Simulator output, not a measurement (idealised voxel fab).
process module | voxel fin reveal
cross-section cut | 165 nm wide | cells 5 nm
A cross-section is a grid of square cells, given in bands from the top down. A band is one or more rows of cells.
Each band's line starts with the height of the band's top and of its bottom, in nm. Then come its materials from left to right, each with its width in nm. One material with "throughout" fills the band from edge to edge. "air" is empty space.
Height 0 is the level under which the wafer as received is all one material. The lowest band goes on downwards, as in "0 down".
A width such as "30 to 40" changes by the same amount from each row of cells to the next, from the band's top row to its bottom row.
"no change" after a step means that no cell of the cross-section changed.
closed voids: empty space of 8 cells or more with no open way to the top, each as width x height at its distance from the left edge, in nm
after a step's settings: what the simulator itself notes on the step
overlay nm, on a step with a mask: how far to the right of its planned place the mask lay; to the left if negative
plan
1 op RECEIVE | material Si
2 op CONFORMAL_DEP | material SiN | thk nm 5
3 op MASKED_ETCH | tone cover | mask id FINS | width nm 15 | pitch nm 40 | etch materials SiN | depth nm 5 | overlay nm 0
4 op MASKED_ETCH | tone cover | mask id FINS | width nm 15 | pitch nm 40 | etch materials Si | depth nm 40 | overlay nm 0
5 op OXIDIZE | depth nm 5
6 op FILL_DEP | material SiO2 | thk nm 10
7 op CMP | height nm 5
8 op SELECTIVE_ETCH | etch materials SiO2 | depth nm 25
9 op STRIP | etch materials SiN
10 op CONFORMAL_DEP | material SiO2 | thk nm 5
as received, after step 1
  0 down: Si throughout
  closed voids: none
first wafer at the end, as planned
  5 to 0: air 55 | SiO2 15 | air 25 | SiO2 15 | air 55
  0 to -15: air 55 | SiO2 5 | Si 5 | SiO2 5 | air 25 | SiO2 5 | Si 5 | SiO2 5 | air 55
  -15 to -45: SiO2 60 | Si 5 | SiO2 35 | Si 5 | SiO2 60
  -45 down: Si throughout
  closed voids: none
second wafer at the end: like start, like plan, one mistake
  5 to 0: air 55 | SiO2 15 | air 25 | SiO2 15 | air 55
  0 to -40: air 55 | SiO2 5 | Si 5 | SiO2 5 | air 25 | SiO2 5 | Si 5 | SiO2 5 | air 55
  -40 to -45: SiO2 60 | Si 5 | SiO2 35 | Si 5 | SiO2 60
  -45 down: Si throughout
  closed voids: none
what went wrong: step 8 was run twice
at the end the second wafer has, in cells: 135 fewer of SiO2
